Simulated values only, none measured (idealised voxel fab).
process module | voxel self aligned vias
cross-section cut | 175 nm wide | cells 5 nm
A cross-section is a grid of square cells, given in bands from the top down. A band is one or more rows of cells.
Each band's line starts with the height of the band's top and of its bottom, in nm. Then come its materials from left to right, each with its width in nm. One material with "throughout" fills the band from edge to edge. "air" is empty space.
Height 0 is the level under which the wafer as received is all one material. The lowest band goes on downwards, as in "0 down".
A width such as "30 to 40" changes by the same amount from each row of cells to the next, from the band's top row to its bottom row.
"no change" after a step means that no cell of the cross-section changed.
closed voids: empty space of 8 cells or more with no open way to the top, each as width x height at its distance from the left edge, in nm
after a step's settings: what the simulator itself notes on the step
overlay nm, on a step with a mask: how far to the right of its planned place the mask lay; to the left if negative
plan
1 op RECEIVE | material Si
2 op CONFORMAL_DEP | material SiO2 | thk nm 10
3 op CONFORMAL_DEP | material SiCN | thk nm 5
4 op DIRECTIONAL_DEP | material SiO2 | thk nm 25
5 op MASKED_ETCH | tone open | mask id LINES | width nm 25 | pitch nm 65 | etch materials SiO2 | depth nm 25 | overlay nm 0
6 op CONFORMAL_DEP | material TiN | thk nm 5
7 op FILL_DEP | material Ru | thk nm 5
8 op CMP | height nm 40
9 op SELECTIVE_ETCH | etch materials W Ru TiN | depth nm 5
10 op FILL_DEP | material SiN | thk nm 5
11 op CMP | height nm 40
12 op DIRECTIONAL_DEP | material SiO2 | thk nm 20
13 op DIRECTIONAL_DEP | material aC | thk nm 15
14 op PATTERN | tone open | mask id VIAS | material resist | width nm 35 | thk nm 35 | overlay nm 0
15 op DIRECTIONAL_ETCH | etch materials aC | depth nm 15
16 op STRIP | etch materials resist
17 op DIRECTIONAL_ETCH | etch materials SiO2 | depth nm 20
18 op DIRECTIONAL_ETCH | etch materials SiN | depth nm 5
19 op STRIP | etch materials aC
20 op CONFORMAL_DEP | material TiN | thk nm 5
21 op FILL_DEP | material Cu | thk nm 5
22 op CMP | height nm 60
23 op CONFORMAL_DEP | material SiCN | thk nm 5
as received, after step 1
  0 down: Si throughout
  closed voids: none
a wafer at the end: this start, this plan, one mistake
  65 to 60: SiCN throughout
  60 to 45: SiO2 35 | TiN 5 | Cu 25 | TiN 5 | SiO2 105
  45 to 40: SiO2 35 | TiN 35 | SiO2 105
  40 to 35: SiCN throughout
  35 to 0: SiO2 throughout
  0 down: Si throughout
  closed voids: none
what went wrong: steps 3 and 4 were swapped
